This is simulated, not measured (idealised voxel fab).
process module | voxel ribs on slabs
cross-section cut | 150 nm wide | cells 5 nm
A cross-section is a grid of square cells, given in bands from the top down. A band is one or more rows of cells.
Each band's line starts with the height of the band's top and of its bottom, in nm. Then come its materials from left to right, each with its width in nm. One material with "throughout" fills the band from edge to edge. "air" is empty space.
Height 0 is the level under which the wafer as received is all one material. The lowest band goes on downwards, as in "0 down".
A width such as "30 to 40" changes by the same amount from each row of cells to the next, from the band's top row to its bottom row.
"no change" after a step means that no cell of the cross-section changed.
closed voids: empty space of 8 cells or more with no open way to the top, each as width x height at its distance from the left edge, in nm
after a step's settings: what the simulator itself notes on the step
overlay nm, on a step with a mask: how far to the right of its planned place the mask lay; to the left if negative
plan
1 op RECEIVE | material Si
2 op DIRECTIONAL_DEP | material SiO2 | thk nm 20
3 op DIRECTIONAL_DEP | material polySi | thk nm 25
4 op MASKED_ETCH | tone cover | mask id RIB | width nm 20 | etch materials polySi | depth nm 15 | overlay nm 0
5 op DIRECTIONAL_DEP | material aC | thk nm 15
6 op PATTERN | tone cover | mask id SLAB | material resist | width nm 50 | thk nm 30 | overlay nm 0
7 op DIRECTIONAL_ETCH | etch materials aC | depth nm 15
8 op STRIP | etch materials resist
9 op DIRECTIONAL_ETCH | etch materials polySi | depth nm 10
10 op STRIP | etch materials aC
11 op FILL_DEP | material SiO2 | thk nm 15
12 op CMP | height nm 55
13 op DIRECTIONAL_DEP | material W | thk nm 5
14 op DIRECTIONAL_DEP | material aC | thk nm 15
15 op PATTERN | tone cover | mask id HEATER | material resist | width nm 30 | thk nm 30 | overlay nm 0
16 op DIRECTIONAL_ETCH | etch materials aC | depth nm 15
17 op STRIP | etch materials resist
18 op DIRECTIONAL_ETCH | etch materials W | depth nm 5
19 op STRIP | etch materials aC
20 op CONFORMAL_DEP | material SiO2 | thk nm 10
as received, after step 1
  0 down: Si throughout
  closed voids: none
a wafer at the end: this start, this plan, one mistake
  70 to 65: air 50 | SiO2 50 | air 50
  65 to 60: SiO2 throughout
  60 to 55: SiO2 60 | W 30 | SiO2 60
  55 to 45: SiO2 50 | polySi 50 | SiO2 50
  45 to 20: polySi throughout
  20 to 0: SiO2 throughout
  0 down: Si throughout
  closed voids: none
what went wrong: step 3 was run twice
